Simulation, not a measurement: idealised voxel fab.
The following process module bears the name voxel self aligned vias.
Cross-section cut spans 175 nm and uses square cells 5 nm in size.
In what follows, cross-sections appear as grids of square cells, described through bands that run from the top down, where every band is one or more rows of cells.
Band: top height; bottom height; in nm. Then, left to right: material with width in nm, for each material. "edge to edge": a single material spanning edge to edge. "empty": empty space.
The level at which height equals 0 is the one under which the wafer, as it arrives, is entirely one material. No lower edge exists for the bottom band, which continues downward and is notated as in "0 and below".
The expression "30..40" gives the width at the extremes of the band, the first number at its top row of cells and the second at its bottom row, with the width changing by equal amounts from each row to the next in between.
"no alteration" after a step means that no cell of the cross-section changed.
The label "Fully sealed cavities" introduces a list of the empty spaces, 8 cells or larger, that have no open way up to the top; each entry in it reads width x height at distance, where the distance is taken from the left edge and all three are stated in nm.
On each step's line, the part that comes after the settings is the simulator's own comment on the step.
overlay nm, on a step with a mask: how far to the right of its planned place the mask lay; to the left if negative
-- List of planned process steps
step 1: RECEIVE [material Si]
step 2: CONFORMAL_DEP [material SiO2] [thk nm 15]
step 3: CONFORMAL_DEP [material SiCN] [thk nm 5]
step 4: DIRECTIONAL_DEP [material lowk] [thk nm 20]
step 5: MASKED_ETCH [tone open] [mask id LINES] [width nm 30] [pitch nm 70] [etch materials lowk] [depth nm 20] [overlay nm 0]
step 6: CONFORMAL_DEP [material TiN] [thk nm 5]
step 7: FILL_DEP [material Ru] [thk nm 10]
step 8: CMP [height nm 40]
step 9: SELECTIVE_ETCH [etch materials W Ru TiN] [depth nm 5]
step 10: FILL_DEP [material SiN] [thk nm 10]
step 11: CMP [height nm 30]
step 12: DIRECTIONAL_DEP [material lowk] [thk nm 20]
step 13: DIRECTIONAL_DEP [material aC] [thk nm 15]
step 14: PATTERN [tone open] [mask id VIAS] [material resist] [width nm 40] [pitch nm 70] [thk nm 30] [overlay nm 0]
step 15: DIRECTIONAL_ETCH [etch materials aC] [depth nm 15]
step 16: STRIP [etch materials resist]
step 17: DIRECTIONAL_ETCH [etch materials lowk] [depth nm 20]
step 18: DIRECTIONAL_ETCH [etch materials SiN] [depth nm 5]
step 19: STRIP [etch materials aC]
step 20: CONFORMAL_DEP [material TiN] [thk nm 5]
step 21: FILL_DEP [material Ru] [thk nm 10]
step 22: CMP [height nm 60]
step 23: CONFORMAL_DEP [material SiCN] [thk nm 5]
What sets these wafers apart? The height nm at step 11. They all start alike, and the plan carries the first wafer's value.
-- Cross-section of the first incoming wafer of several, state after step 1
    0 and below = Si edge to edge
    Fully sealed cavities: none
-- Per wafer (row), end of module: delta in cells per material since receipt, (+) for gained, (-) for lost; closed voids after that
height nm 30 | +91 Ru | +70 SiCN | +105 SiO2 | +67 TiN | +122 lowk | Fully sealed cavities: none
height nm 35 | +64 Ru | +70 SiCN | +105 SiO2 | +71 TiN | +145 lowk | Fully sealed cavities: none
height nm 40 | +60 Ru | +70 SiCN | +105 SiO2 | +52 TiN | +168 lowk | Fully sealed cavities: none
height nm 45 | +52 Ru | +70 SiCN | +31 SiN | +105 SiO2 | +48 TiN | +149 lowk | Fully sealed cavities: none
height nm 50 | +40 Ru | +70 SiCN | +66 SiN | +105 SiO2 | +44 TiN | +130 lowk | Fully sealed cavities: none
